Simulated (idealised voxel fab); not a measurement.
process module | voxel self aligned vias
cross-section cut | 275 nm wide | cells 5 nm
A cross-section is a grid of square cells, given in bands from the top down. A band is one or more rows of cells.
Each band's line starts with the height of the band's top and of its bottom, in nm. Then come its materials from left to right, each with its width in nm. One material with "throughout" fills the band from edge to edge. "air" is empty space.
Height 0 is the level under which the wafer as received is all one material. The lowest band goes on downwards, as in "0 down".
A width such as "30 to 40" changes by the same amount from each row of cells to the next, from the band's top row to its bottom row.
"no change" after a step means that no cell of the cross-section changed.
closed voids: empty space of 8 cells or more with no open way to the top, each as width x height at its distance from the left edge, in nm
after a step's settings: what the simulator itself notes on the step
overlay nm, on a step with a mask: how far to the right of its planned place the mask lay; to the left if negative
plan
1 op RECEIVE | material Si
2 op CONFORMAL_DEP | material SiO2 | thk nm 15
3 op CONFORMAL_DEP | material SiCN | thk nm 5
4 op DIRECTIONAL_DEP | material lowk | thk nm 30
5 op DIRECTIONAL_DEP | material aC | thk nm 10
6 op PATTERN | tone open | mask id LINES | material resist | width nm 25 | pitch nm 75 | thk nm 30 | overlay nm 0
7 op DIRECTIONAL_ETCH | etch materials aC | depth nm 10
8 op STRIP | etch materials resist
9 op DIRECTIONAL_ETCH | etch materials lowk | depth nm 30
10 op STRIP | etch materials aC
11 op CONFORMAL_DEP | material TiN | thk nm 5
12 op FILL_DEP | material Ru | thk nm 10
13 op CMP | height nm 50
14 op SELECTIVE_ETCH | etch materials W Ru TiN | depth nm 10
15 op FILL_DEP | material SiN | thk nm 5
16 op CMP | height nm 50
17 op DIRECTIONAL_DEP | material lowk | thk nm 20
18 op MASKED_ETCH | tone open | mask id VIAS | width nm 45 | pitch nm 75 | etch materials lowk | depth nm 10 | overlay nm 0
19 op MASKED_ETCH | tone open | mask id VIAS | width nm 45 | pitch nm 75 | etch materials SiN | depth nm 10 | overlay nm 0
20 op CONFORMAL_DEP | material TiN | thk nm 5
21 op FILL_DEP | material W | thk nm 5
22 op CMP | height nm 70
23 op CONFORMAL_DEP | material SiCN | thk nm 5
varied across the wafers: depth nm of step 18. The plan shows the first wafer's value. All wafers start alike
first wafer as received, after step 1
  0 down: Si throughout
  closed voids: none
each wafer at the end: cells of each material gained (+) or lost (-) since it was received, then its closed voids
depth nm 10 | +27 Ru | +110 SiCN | +30 SiN | +165 SiO2 | +66 TiN | +21 W | +406 lowk | closed voids: none
depth nm 15 | +27 Ru | +110 SiCN | +30 SiN | +165 SiO2 | +72 TiN | +42 W | +379 lowk | closed voids: none
depth nm 20 | +27 Ru | +110 SiCN | +165 SiO2 | +90 TiN | +81 W | +352 lowk | closed voids: none
depth nm 25 | +27 Ru | +110 SiCN | +165 SiO2 | +90 TiN | +93 W | +340 lowk | closed voids: none
depth nm 30 | +27 Ru | +110 SiCN | +165 SiO2 | +90 TiN | +105 W | +328 lowk | closed voids: none
depth nm 35 | +27 Ru | +110 SiCN | +165 SiO2 | +102 TiN | +105 W | +316 lowk | closed voids: none
